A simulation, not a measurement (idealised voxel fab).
The process module that follows is named voxel self aligned vias.
205 nm wide, 5 nm square cells: that's cross-section cut.
Cross-section layout: square cells on a grid; listed as bands, top to bottom; a band spans one or more cell rows. Look at the band entry: it leads with the top's height and the bottom's height in nm. Then it lists the materials left to right, with a width in nm for each. The word "full width" on a single material says that material fills the band edge to edge. The word "empty" is empty space. It should be noted that heights are counted from 0, beneath which the wafer as supplied is of one material throughout, and that the lowest band possesses no lower boundary but continues downward, as written in "from 0 down". A width such as "30->40" changes by the same amount from each row of cells to the next, from the band's top row to its bottom row. "no change" (step): cross-section cells unchanged, all of them. The list in "Completely enclosed voids" covers empty spaces of 8 cells or more that cannot reach the top through any open way, and it gives each as width x height at distance; the distance is from the left edge, and width, height and distance are in nm. Step line, after settings: the simulator's comment on this step. "overlay nm" denotes, for a step that has a mask, the displacement of the mask to the right of its planned place, with negative values corresponding to the left.
## plan
1) RECEIVE, material Si
2) CONFORMAL_DEP, material SiO2, thk nm 10
3) CONFORMAL_DEP, material SiCN, thk nm 5
4) DIRECTIONAL_DEP, material SiO2, thk nm 25
5) PATTERN, tone open, mask id LINES, material resist, width nm 20, pitch nm 65, thk nm 20, overlay nm 0
6) DIRECTIONAL_ETCH, etch materials SiO2, depth nm 25
7) STRIP, etch materials resist
8) CONFORMAL_DEP, material TiN, thk nm 5
9) FILL_DEP, material W, thk nm 10
10) CMP, height nm 40
11) SELECTIVE_ETCH, etch materials W Ru TiN, depth nm 5
12) FILL_DEP, material SiN, thk nm 5
13) CMP, height nm 40
14) DIRECTIONAL_DEP, material SiO2, thk nm 20
15) PATTERN, tone open, mask id VIAS, material resist, width nm 40, pitch nm 130, thk nm 20, overlay nm 0
16) DIRECTIONAL_ETCH, etch materials SiO2, depth nm 20
17) DIRECTIONAL_ETCH, etch materials SiN, depth nm 5
18) STRIP, etch materials resist
19) CONFORMAL_DEP, material TiN, thk nm 5
20) FILL_DEP, material Ru, thk nm 5
21) CMP, height nm 60
22) CONFORMAL_DEP, material SiN, thk nm 5
## first wafer, as planned
## As-received wafer cross-section (after step 1)
> from 0 down = Si full width
> Completely enclosed voids: none
## Cross-sectional representation of the wafer at the conclusion of step 2
> from 10 to 0 = SiO2 full width
> For the remainder of the cross-section, below 0, there is no change.
## Cross-sectional representation of the wafer at the conclusion of step 3
> from 15 to 10 = SiCN full width
> For the remainder of the cross-section, below 10, there is no change.
## Cross-sectional representation of the wafer at the conclusion of step 4
> from 40 to 15 = SiO2 full width
> For the remainder of the cross-section, below 15, there is no change.
## Cross-sectional representation of the wafer at the conclusion of step 5
> from 60 to 40 = resist 25  empty 20  resist 45  empty 20  resist 45  empty 20  resist 30
> For the remainder of the cross-section, below 40, there is no change.
## Cross-sectional representation of the wafer at the conclusion of step 6
> from 60 to 40 = resist 25  empty 20  resist 45  empty 20  resist 45  empty 20  resist 30
> from 40 to 15 = SiO2 25  empty 20  SiO2 45  empty 20  SiO2 45  empty 20  SiO2 30
> For the remainder of the cross-section, below 15, there is no change.
## Cross-sectional representation of the wafer at the conclusion of step 7
> from 40 to 15 = SiO2 25  empty 20  SiO2 45  empty 20  SiO2 45  empty 20  SiO2 30
> For the remainder of the cross-section, below 15, there is no change.
## Cross-sectional representation of the wafer at the conclusion of step 8
> from 45 to 40 = TiN 30  empty 10  TiN 55  empty 10  TiN 55  empty 10  TiN 35
> from 40 to 20 = SiO2 25  TiN 5  empty 10  TiN 5  SiO2 45  TiN 5  empty 10  TiN 5  SiO2 45  TiN 5  empty 10  TiN 5  SiO2 30
> from 20 to 15 = SiO2 25  TiN 20  SiO2 45  TiN 20  SiO2 45  TiN 20  SiO2 30
> For the remainder of the cross-section, below 15, there is no change.
## Cross-sectional representation of the wafer at the conclusion of step 9
> from 55 to 45 = W full width
> from 45 to 40 = TiN 30  W 10  TiN 55  W 10  TiN 55  W 10  TiN 35
> from 40 to 20 = SiO2 25  TiN 5  W 10  TiN 5  SiO2 45  TiN 5  W 10  TiN 5  SiO2 45  TiN 5  W 10  TiN 5  SiO2 30
> For the remainder of the cross-section, below 20, there is no change.
## Cross-sectional representation of the wafer at the conclusion of step 10
> from 40 to 20 = SiO2 25  TiN 5  W 10  TiN 5  SiO2 45  TiN 5  W 10  TiN 5  SiO2 45  TiN 5  W 10  TiN 5  SiO2 30
> For the remainder of the cross-section, below 20, there is no change.
## Cross-sectional representation of the wafer at the conclusion of step 11
> from 40 to 35 = SiO2 25  empty 20  SiO2 45  empty 20  SiO2 45  empty 20  SiO2 30
> For the remainder of the cross-section, below 35, there is no change.
## Cross-sectional representation of the wafer at the conclusion of step 12
> from 45 to 40 = SiN full width
> from 40 to 35 = SiO2 25  SiN 20  SiO2 45  SiN 20  SiO2 45  SiN 20  SiO2 30
> For the remainder of the cross-section, below 35, there is no change.
## Cross-sectional representation of the wafer at the conclusion of step 13
> from 40 to 35 = SiO2 25  SiN 20  SiO2 45  SiN 20  SiO2 45  SiN 20  SiO2 30
> For the remainder of the cross-section, below 35, there is no change.
## Cross-sectional representation of the wafer at the conclusion of step 14
> from 60 to 40 = SiO2 full width
> For the remainder of the cross-section, below 40, there is no change.
## Cross-sectional representation of the wafer at the conclusion of step 15
> from 80 to 60 = resist 15  empty 40  resist 90  empty 40  resist 20
> For the remainder of the cross-section, below 60, there is no change.
## Cross-sectional representation of the wafer at the conclusion of step 16
> from 80 to 60 = resist 15  empty 40  resist 90  empty 40  resist 20
> from 60 to 40 = SiO2 15  empty 40  SiO2 90  empty 40  SiO2 20
> For the remainder of the cross-section, below 40, there is no change.
## Cross-sectional representation of the wafer at the conclusion of step 17
> from 80 to 60 = resist 15  empty 40  resist 90  empty 40  resist 20
> from 60 to 40 = SiO2 15  empty 40  SiO2 90  empty 40  SiO2 20
> from 40 to 35 = SiO2 25  empty 20  SiO2 45  SiN 20  SiO2 45  empty 20  SiO2 30
> For the remainder of the cross-section, below 35, there is no change.
## Cross-sectional representation of the wafer at the conclusion of step 18
> from 60 to 40 = SiO2 15  empty 40  SiO2 90  empty 40  SiO2 20
> For the remainder of the cross-section, below 40, there is no change.
## Cross-sectional representation of the wafer at the conclusion of step 19
> from 65 to 60 = TiN 20  empty 30  TiN 100  empty 30  TiN 25
> from 60 to 45 = SiO2 15  TiN 5  empty 30  TiN 5  SiO2 90  TiN 5  empty 30  TiN 5  SiO2 20
> from 45 to 40 = SiO2 15  TiN 15  empty 10  TiN 15  SiO2 90  TiN 15  empty 10  TiN 15  SiO2 20
> from 40 to 35 = SiO2 25  TiN 20  SiO2 45  SiN 20  SiO2 45  TiN 20  SiO2 30
> For the remainder of the cross-section, below 35, there is no change.
## Cross-sectional representation of the wafer at the conclusion of step 20
> from 70 to 65 = Ru full width
> from 65 to 60 = TiN 20  Ru 30  TiN 100  Ru 30  TiN 25
> from 60 to 45 = SiO2 15  TiN 5  Ru 30  TiN 5  SiO2 90  TiN 5  Ru 30  TiN 5  SiO2 20
> from 45 to 40 = SiO2 15  TiN 15  Ru 10  TiN 15  SiO2 90  TiN 15  Ru 10  TiN 15  SiO2 20
> For the remainder of the cross-section, below 40, there is no change.
## Cross-sectional representation of the wafer at the conclusion of step 21
> from 60 to 45 = SiO2 15  TiN 5  Ru 30  TiN 5  SiO2 90  TiN 5  Ru 30  TiN 5  SiO2 20
> For the remainder of the cross-section, below 45, there is no change.
## Cross-sectional representation of the wafer at the conclusion of step 22
> from 65 to 60 = SiN full width
> For the remainder of the cross-section, below 60, there is no change.
## Wafer two of the pair: same origin, same plan, one error during the run; identical to wafer one up to and including step 14
## Here is the second wafer in cross-section at the point where step 15 of the plan should have been done
> from 80 to 60 = resist 20  empty 35  resist 95  empty 35  resist 20
> For the remainder of the cross-section, below 60, there is no change.
## Here is the second wafer in cross-section at the point where step 16 of the plan should have been done
> from 80 to 60 = resist 20  empty 35  resist 95  empty 35  resist 20
> from 60 to 40 = SiO2 20  empty 35  SiO2 95  empty 35  SiO2 20
> For the remainder of the cross-section, below 40, there is no change.
## Here is the second wafer in cross-section at the point where step 17 of the plan should have been done
> from 80 to 60 = resist 20  empty 35  resist 95  empty 35  resist 20
> from 60 to 40 = SiO2 20  empty 35  SiO2 95  empty 35  SiO2 20
> from 40 to 35 = SiO2 25  empty 20  SiO2 45  SiN 20  SiO2 45  empty 20  SiO2 30
> For the remainder of the cross-section, below 35, there is no change.
## Here is the second wafer in cross-section at the point where step 18 of the plan should have been done
> from 60 to 40 = SiO2 20  empty 35  SiO2 95  empty 35  SiO2 20
> For the remainder of the cross-section, below 40, there is no change.
## Here is the second wafer in cross-section at the point where step 19 of the plan should have been done
> from 65 to 60 = TiN 25  empty 25  TiN 105  empty 25  TiN 25
> from 60 to 45 = SiO2 20  TiN 5  empty 25  TiN 5  SiO2 95  TiN 5  empty 25  TiN 5  SiO2 20
> from 45 to 40 = SiO2 20  TiN 10  empty 10  TiN 15  SiO2 95  TiN 10  empty 10  TiN 15  SiO2 20
> from 40 to 35 = SiO2 25  TiN 20  SiO2 45  SiN 20  SiO2 45  TiN 20  SiO2 30
> For the remainder of the cross-section, below 35, there is no change.
## Here is the second wafer in cross-section at the point where step 20 of the plan should have been done
> from 70 to 65 = Ru full width
> from 65 to 60 = TiN 25  Ru 25  TiN 105  Ru 25  TiN 25
> from 60 to 45 = SiO2 20  TiN 5  Ru 25  TiN 5  SiO2 95  TiN 5  Ru 25  TiN 5  SiO2 20
> from 45 to 40 = SiO2 20  TiN 10  Ru 10  TiN 15  SiO2 95  TiN 10  Ru 10  TiN 15  SiO2 20
> For the remainder of the cross-section, below 40, there is no change.
## Here is the second wafer in cross-section at the point where step 21 of the plan should have been done
> from 60 to 45 = SiO2 20  TiN 5  Ru 25  TiN 5  SiO2 95  TiN 5  Ru 25  TiN 5  SiO2 20
> For the remainder of the cross-section, below 45, there is no change.
## Here is the second wafer in cross-section at the point where step 22 of the plan should have been done
> from 65 to 60 = SiN full width
> For the remainder of the cross-section, below 60, there is no change.
What went wrong in running the wafer? step 15 ran with different settings than intended, the actual operation and settings being PATTERN, tone open, mask id VIAS, material resist, width nm 35, pitch nm 130, thk nm 20, overlay nm 0
In the final state, the cell counts of the second wafer exceed or fall short of those of the first for the following materials: -6 Ru | +8 SiO2 | -2 TiN
